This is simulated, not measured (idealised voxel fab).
process module | voxel transistor to metal
cross-section cut | 285 nm wide | cells 5 nm
A cross-section is a grid of square cells, given in bands from the top down. A band is one or more rows of cells.
Each band's line starts with the height of the band's top and of its bottom, in nm. Then come its materials from left to right, each with its width in nm. One material with "throughout" fills the band from edge to edge. "air" is empty space.
Height 0 is the level under which the wafer as received is all one material. The lowest band goes on downwards, as in "0 down".
A width such as "30 to 40" changes by the same amount from each row of cells to the next, from the band's top row to its bottom row.
"no change" after a step means that no cell of the cross-section changed.
closed voids: empty space of 8 cells or more with no open way to the top, each as width x height at its distance from the left edge, in nm
after a step's settings: what the simulator itself notes on the step
overlay nm, on a step with a mask: how far to the right of its planned place the mask lay; to the left if negative
plan
1 op RECEIVE | material Si
2 op CONFORMAL_DEP | material SiO2 | thk nm 5
3 op CONFORMAL_DEP | material SiN | thk nm 15
4 op PATTERN | tone cover | mask id ACTIVE | material resist | width nm 110 | pitch nm 140 | thk nm 15 | overlay nm 0
5 op DIRECTIONAL_ETCH | etch materials SiN | depth nm 15
6 op DIRECTIONAL_ETCH | etch materials SiO2 | depth nm 5
7 op DIRECTIONAL_ETCH | etch materials Si | depth nm 25
8 op STRIP | etch materials resist
9 op FILL_DEP | material SiO2 | thk nm 15
10 op CMP | height nm 20
11 op SELECTIVE_ETCH | etch materials SiO2 | depth nm 10
12 op STRIP | etch materials SiN
13 op SELECTIVE_ETCH | etch materials SiO2 | depth nm 5
14 op OXIDIZE | depth nm 5
15 op DIRECTIONAL_DEP | material polySi | thk nm 20
16 op DIRECTIONAL_DEP | material SiCN | thk nm 15
17 op MASKED_ETCH | tone cover | mask id GATE | width nm 20 | pitch nm 140 | etch materials SiCN | depth nm 25 | overlay nm 0
18 op MASKED_ETCH | tone cover | mask id GATE | width nm 20 | pitch nm 140 | etch materials polySi | depth nm 30 | overlay nm 0
19 op CONFORMAL_DEP | material SiN | thk nm 10
20 op DIRECTIONAL_ETCH | etch materials SiN | depth nm 10
21 op DIRECTIONAL_ETCH | etch materials SiO2 | depth nm 5
22 op DIRECTIONAL_ETCH | etch materials Si | depth nm 5
23 op EPI | material nSi | thk nm 10
24 op FILL_DEP | material SiO2 | thk nm 5
25 op CMP | height nm 35
26 op DIRECTIONAL_DEP | material SiO2 | thk nm 15
27 op DIRECTIONAL_DEP | material aC | thk nm 15
28 op PATTERN | tone open | mask id CONTACT | material resist | width nm 20 | pitch nm 70 | thk nm 30 | overlay nm 0
29 op DIRECTIONAL_ETCH | etch materials aC | depth nm 15
30 op STRIP | etch materials resist
31 op DIRECTIONAL_ETCH | etch materials SiO2 | depth nm 50
32 op STRIP | etch materials aC
33 op CONFORMAL_DEP | material TiN | thk nm 5
34 op FILL_DEP | material Ru | thk nm 5
35 op CMP | height nm 50
36 op DIRECTIONAL_DEP | material TiN | thk nm 5
37 op DIRECTIONAL_DEP | material W | thk nm 25
38 op PATTERN | tone cover | mask id METAL_1 | material resist | width nm 20 | pitch nm 70 | thk nm 20 | overlay nm 0
39 op DIRECTIONAL_ETCH | etch materials W | depth nm 25
40 op DIRECTIONAL_ETCH | etch materials TiN | depth nm 5
41 op STRIP | etch materials resist
42 op CONFORMAL_DEP | material SiN | thk nm 5
43 op FILL_DEP | material lowk | thk nm 5
44 op CMP | height nm 80
45 op CONFORMAL_DEP | material SiCN | thk nm 5
as received, after step 1
  0 down: Si throughout
  closed voids: none
first wafer at the end, as planned
  85 to 80: SiCN throughout
  80 to 55: lowk 20 | SiN 5 | W 20 | SiN 5 | lowk 40 | SiN 5 | W 20 | SiN 5 | lowk 40 | SiN 5 | W 20 | SiN 5 | lowk 40 | SiN 5 | W 20 | SiN 5 | lowk 25
  55 to 50: SiN 25 | TiN 20 | SiN 50 | TiN 20 | SiN 50 | TiN 20 | SiN 50 | TiN 20 | SiN 30
  50 to 35: SiO2 25 | TiN 5 | Ru 10 | TiN 5 | SiO2 50 | TiN 5 | Ru 10 | TiN 5 | SiO2 50 | TiN 5 | Ru 10 | TiN 5 | SiO2 50 | TiN 5 | Ru 10 | TiN 5 | SiO2 30
  35 to 20: SiO2 25 | TiN 5 | Ru 10 | TiN 5 | SiO2 5 | SiN 10 | SiCN 20 | SiN 10 | SiO2 5 | TiN 5 | Ru 10 | TiN 5 | SiO2 50 | TiN 5 | Ru 10 | TiN 5 | SiO2 5 | SiN 10 | SiCN 20 | SiN 10 | SiO2 5 | TiN 5 | Ru 10 | TiN 5 | SiO2 30
  20 to 10: SiO2 25 | TiN 5 | Ru 10 | TiN 5 | SiO2 5 | SiN 10 | polySi 20 | SiN 10 | SiO2 5 | TiN 5 | Ru 10 | TiN 5 | SiO2 50 | TiN 5 | Ru 10 | TiN 5 | SiO2 5 | SiN 10 | polySi 20 | SiN 10 | SiO2 5 | TiN 5 | Ru 10 | TiN 5 | SiO2 30
  10 to 5: SiO2 25 | TiN 20 | SiO2 5 | SiN 10 | polySi 20 | SiN 10 | SiO2 5 | TiN 20 | SiO2 50 | TiN 20 | SiO2 5 | SiN 10 | polySi 20 | SiN 10 | SiO2 5 | TiN 20 | SiO2 30
  5 to 0: SiO2 10 | SiN 10 | nSi 10 | TiN 10 | nSi 10 | SiN 10 | polySi 20 | SiN 10 | nSi 10 | TiN 10 | nSi 10 | SiN 10 | SiO2 20 | SiN 10 | nSi 10 | TiN 10 | nSi 10 | SiN 10 | polySi 20 | SiN 10 | nSi 10 | TiN 10 | nSi 10 | SiN 10 | SiO2 15
  0 to -5: SiO2 20 | nSi 30 | SiO2 40 | nSi 30 | SiO2 40 | nSi 30 | SiO2 40 | nSi 30 | SiO2 25
  -5 to -10: SiO2 15 | Si 5 | nSi 30 | Si 40 | nSi 30 | Si 5 | SiO2 30 | Si 5 | nSi 30 | Si 40 | nSi 30 | Si 5 | SiO2 20
  -10 to -25: SiO2 15 | Si 110 | SiO2 30 | Si 110 | SiO2 20
  -25 down: Si throughout
  closed voids: none
second wafer at the end: like start, like plan, one mistake
  85 to 80: SiCN throughout
  80 to 55: lowk 20 | SiN 5 | W 20 | SiN 5 | lowk 40 | SiN 5 | W 20 | SiN 5 | lowk 40 | SiN 5 | W 20 | SiN 5 | lowk 40 | SiN 5 | W 20 | SiN 5 | lowk 25
  55 to 50: SiN 25 | TiN 20 | SiN 50 | TiN 20 | SiN 50 | TiN 20 | SiN 50 | TiN 20 | SiN 30
  50 to 35: SiO2 25 | TiN 5 | Ru 10 | TiN 5 | SiO2 50 | TiN 5 | Ru 10 | TiN 5 | SiO2 50 | TiN 5 | Ru 10 | TiN 5 | SiO2 50 | TiN 5 | Ru 10 | TiN 5 | SiO2 30
  35 to 20: SiO2 25 | TiN 5 | Ru 10 | TiN 5 | SiN 10 | SiCN 30 | SiN 10 | TiN 5 | Ru 10 | TiN 5 | SiO2 50 | TiN 5 | Ru 10 | TiN 5 | SiN 10 | SiCN 30 | SiN 10 | TiN 5 | Ru 10 | TiN 5 | SiO2 30
  20 to 10: SiO2 25 | TiN 5 | Ru 10 | TiN 5 | SiN 10 | polySi 30 | SiN 10 | TiN 5 | Ru 10 | TiN 5 | SiO2 50 | TiN 5 | Ru 10 | TiN 5 | SiN 10 | polySi 30 | SiN 10 | TiN 5 | Ru 10 | TiN 5 | SiO2 30
  10 to 5: SiO2 25 | TiN 20 | SiN 10 | polySi 30 | SiN 10 | TiN 20 | SiO2 50 | TiN 20 | SiN 10 | polySi 30 | SiN 10 | TiN 20 | SiO2 30
  5 to 0: SiO2 10 | SiN 10 | nSi 10 | TiN 5 | nSi 10 | SiN 10 | polySi 30 | SiN 10 | nSi 10 | TiN 5 | nSi 10 | SiN 10 | SiO2 20 | SiN 10 | nSi 10 | TiN 5 | nSi 10 | SiN 10 | polySi 30 | SiN 10 | nSi 10 | TiN 5 | nSi 10 | SiN 10 | SiO2 15
  0 to -5: SiO2 20 | nSi 25 | SiO2 50 | nSi 25 | SiO2 40 | nSi 25 | SiO2 50 | nSi 25 | SiO2 25
  -5 to -10: SiO2 15 | Si 5 | nSi 25 | Si 50 | nSi 25 | Si 5 | SiO2 30 | Si 5 | nSi 25 | Si 50 | nSi 25 | Si 5 | SiO2 20
  -10 to -25: SiO2 15 | Si 110 | SiO2 30 | Si 110 | SiO2 20
  -25 down: Si throughout
  closed voids: none
what went wrong: step 17 ran as: op MASKED_ETCH | tone cover | mask id GATE | width nm 30 | pitch nm 140 | etch materials SiCN | depth nm 25 | overlay nm 0
at the end the second wafer has, in cells: 4 more of Si | 12 more of SiCN | 20 fewer of SiO2 | 4 fewer of TiN | 8 fewer of nSi | 16 more of polySi
